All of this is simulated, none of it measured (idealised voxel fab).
Presented below is a process module, voxel trench capacitor.
Square cells of 5 nm make up the cross-section cut, whose width is 200 nm.
Each cross-section below is a grid of square cells, stated as bands in top-down order, with one or more rows of cells making up each band. Heights first: top, then bottom, in nm. Then materials, left to right, each with a width in nm. "all across" on a single material: fills the band edge to edge. "empty": empty space. Height is counted from the level 0, under which the received wafer is composed throughout of one material. The lowest of the bands is not closed at the bottom but continues downward, in the notation "0 nm and below". A two-number width, for instance "30->40", indicates that the width is equal to the first number in the top row of the band and to the second number in the bottom row, and that it changes by a constant amount per row of cells. The cross-section has no changed cell in any step marked "nothing was modified". Voids not open to the top, 8 cells minimum: see "Enclosed internal voids". Written width x height at distance; distance is from the left edge; nm. Post-settings text on a step line: simulator's own remark regarding the step. "overlay nm" answers the question of how far to the right of plan the mask lay on a step that has a mask, and when it is negative the answer is to the left.

This section lists the process steps that were planned
1,RECEIVE [material Si]
2,CONFORMAL_DEP [material SiN] [thk nm 5]
3,MASKED_ETCH [tone open] [mask id TRENCH] [width nm 15] [pitch nm 45] [etch materials SiN] [depth nm 5] [overlay nm 0]
4,MASKED_ETCH [tone open] [mask id TRENCH] [width nm 15] [pitch nm 45] [etch materials Si] [depth nm 40] [overlay nm 0]
5,CONFORMAL_DEP [material SiO2] [thk nm 5]
6,FILL_DEP [material polySi] [thk nm 5]
7,CMP [height nm 5]

Cross-sectional view of the wafer in its as-received condition, corresponding to the state after step 1
> 0 nm and below: Si all across
> Enclosed internal voids: none

First wafer of two, sectioned at end of module; run went per plan
> 5 nm to 0 nm: 45 nm SiN | 5 nm SiO2 | 5 nm polySi | 5 nm SiO2 | 30 nm SiN | 5 nm SiO2 | 5 nm polySi | 5 nm SiO2 | 30 nm SiN | 5 nm SiO2 | 5 nm polySi | 5 nm SiO2 | 50 nm SiN
> 0 nm to -35 nm: 45 nm Si | 5 nm SiO2 | 5 nm polySi | 5 nm SiO2 | 30 nm Si | 5 nm SiO2 | 5 nm polySi | 5 nm SiO2 | 30 nm Si | 5 nm SiO2 | 5 nm polySi | 5 nm SiO2 | 50 nm Si
> -35 nm to -40 nm: 45 nm Si | 15 nm SiO2 | 30 nm Si | 15 nm SiO2 | 30 nm Si | 15 nm SiO2 | 50 nm Si
> -40 nm and below: Si all across
> Enclosed internal voids: none

So this is wafer number two of the two, cut at the end of the module - it started where the first did and had the same plan, we just got one thing wrong running it
> 5 nm to 0 nm: 40 nm SiN | 10 nm SiO2 | 5 nm polySi | 10 nm SiO2 | 20 nm SiN | 10 nm SiO2 | 5 nm polySi | 10 nm SiO2 | 20 nm SiN | 10 nm SiO2 | 5 nm polySi | 10 nm SiO2 | 45 nm SiN
> 0 nm to -35 nm: 45 nm Si | 5 nm SiO2 | 5 nm polySi | 5 nm SiO2 | 30 nm Si | 5 nm SiO2 | 5 nm polySi | 5 nm SiO2 | 30 nm Si | 5 nm SiO2 | 5 nm polySi | 5 nm SiO2 | 50 nm Si
> -35 nm to -40 nm: 45 nm Si | 15 nm SiO2 | 30 nm Si | 15 nm SiO2 | 30 nm Si | 15 nm SiO2 | 50 nm Si
> -40 nm and below: Si all across
> Enclosed internal voids: none
What was done differently from what was planned? in deviation from the planned setting, step 3 was conducted as MASKED_ETCH [tone open] [mask id TRENCH] [width nm 25] [pitch nm 45] [etch materials SiN] [depth nm 5] [overlay nm 0]
Upon completion, the second wafer contains, in terms of cells, a greater or smaller amount of certain materials than the first wafer: SiN -6; SiO2 +6
